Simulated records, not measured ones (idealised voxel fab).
Process module under the name voxel released beams
The width of the displayed cross-section, cut, is 175 nm; its cells are square, with a size of 5 nm.
How to read a cross-section here: the picture is a grid of square cells, written as bands going from the top down, and any band can span one or more rows of cells. It is stipulated that each band's entry specify, in nanometres, the height of the top of the band and then that of its bottom, followed by the materials of the band in left-to-right sequence, each together with its width in nanometres. A single material marked by the word "edge to edge" is understood to fill the band from edge to edge; the word "air" is understood to denote empty space. Where do heights start? At 0: under that level the wafer as delivered is made of one material only. And the lowest band has no floor; it just carries on downward, as in "z 0 and below". Note: "30->40" means the width goes from the first number (top row of the band) to the second number (bottom row) in equal steps per row of cells. What does "nothing altered" mean for a step? It means no cell of the cross-section changed in that step. "Voids, enclosed": sealed empty spaces, 8 cells or more, no open way to top, listed width x height at distance, with distance from the left edge and width, height and distance in nm. Whatever follows a step's settings on its line is a remark the simulator itself makes about that step. The "overlay nm" setting may appear on a step's line; for a step that uses a mask, it gives how far to the right of its planned position the mask lay, and a negative value indicates the left.

Steps planned for the process:
1) op RECEIVE | material Si
2) op CONFORMAL_DEP | material SiN | thk nm 10
3) op DIRECTIONAL_DEP | material SiO2 | thk nm 10
4) op MASKED_ETCH | tone open | mask id ANCHOR | width nm 25 | etch materials SiO2 | depth nm 10 | overlay nm 0
5) op CONFORMAL_DEP | material W | thk nm 10
6) op PATTERN | tone cover | mask id BEAM | material resist | width nm 70 | thk nm 15 | overlay nm 0
7) op DIRECTIONAL_ETCH | etch materials W | depth nm 10
8) op STRIP | etch materials resist
9) op STRIP | etch materials SiO2

Of two wafers, the first: run according to plan:

Cross-sectional view of the wafer in its as-received condition, corresponding to the state after step 1:
> z 0 and below = Si edge to edge
> Voids, enclosed: none

Step 2 done - wafer cross-section:
> z 10 to 0 = SiN edge to edge
> Below a height of 0, the structure has not been altered.

Step 3 done - wafer cross-section:
> z 20 to 10 = SiO2 edge to edge
> Below a height of 10, the structure has not been altered.

Step 4 done - wafer cross-section:
> z 20 to 10 = 55 of SiO2, then 25 of air, then 95 of SiO2
> Below a height of 10, the structure has not been altered.

Step 5 done - wafer cross-section:
> z 30 to 20 = 65 of W, then 5 of air, then 105 of W
> z 20 to 10 = 55 of SiO2, then 25 of W, then 95 of SiO2
> Below a height of 10, the structure has not been altered.

Step 6 done - wafer cross-section:
> z 45 to 30 = 50 of air, then 70 of resist, then 55 of air
> z 30 to 20 = 65 of W, then 5 of resist, then 105 of W
> Below a height of 20, the structure has not been altered.

Step 7 done - wafer cross-section:
> z 45 to 30 = 50 of air, then 70 of resist, then 55 of air
> z 30 to 20 = 50 of air, then 15 of W, then 5 of resist, then 50 of W, then 55 of air
> Below a height of 20, the structure has not been altered.

Step 8 done - wafer cross-section:
> z 30 to 20 = 50 of air, then 15 of W, then 5 of air, then 50 of W, then 55 of air
> Below a height of 20, the structure has not been altered.

Step 9 done - wafer cross-section:
> z 30 to 20 = 50 of air, then 15 of W, then 5 of air, then 50 of W, then 55 of air
> z 20 to 10 = 55 of air, then 25 of W, then 95 of air
> Below a height of 10, the structure has not been altered.

The second wafer began exactly as the first did and followed the same plan, but one mistake was made while running it; through step 3 inclusive, the two wafers are identical:

Cross-section of the second wafer at the time step 4 of the plan should have ended:
> z 20 to 10 = 50 of SiO2, then 35 of air, then 90 of SiO2
> Below a height of 10, the structure has not been altered.

Cross-section of the second wafer at the time step 5 of the plan should have ended:
> z 30 to 20 = 60 of W, then 15 of air, then 100 of W
> z 20 to 10 = 50 of SiO2, then 35 of W, then 90 of SiO2
> Below a height of 10, the structure has not been altered.

Cross-section of the second wafer at the time step 6 of the plan should have ended:
> z 45 to 30 = 50 of air, then 70 of resist, then 55 of air
> z 30 to 20 = 60 of W, then 15 of resist, then 100 of W
> Below a height of 20, the structure has not been altered.

Cross-section of the second wafer at the time step 7 of the plan should have ended:
> z 45 to 30 = 50 of air, then 70 of resist, then 55 of air
> z 30 to 20 = 50 of air, then 10 of W, then 15 of resist, then 45 of W, then 55 of air
> Below a height of 20, the structure has not been altered.

Cross-section of the second wafer at the time step 8 of the plan should have ended:
> z 30 to 20 = 50 of air, then 10 of W, then 15 of air, then 45 of W, then 55 of air
> Below a height of 20, the structure has not been altered.

Cross-section of the second wafer at the time step 9 of the plan should have ended:
> z 30 to 20 = 50 of air, then 10 of W, then 15 of air, then 45 of W, then 55 of air
> z 20 to 10 = 50 of air, then 35 of W, then 90 of air
> Below a height of 10, the structure has not been altered.
Diagnosis: in deviation from the planned setting, step 4 was conducted as op MASKED_ETCH | tone open | mask id ANCHOR | width nm 35 | etch materials SiO2 | depth nm 10 | overlay nm 0
At the close, every material occupies the same number of cells on the second wafer as on the first, only in different positions.
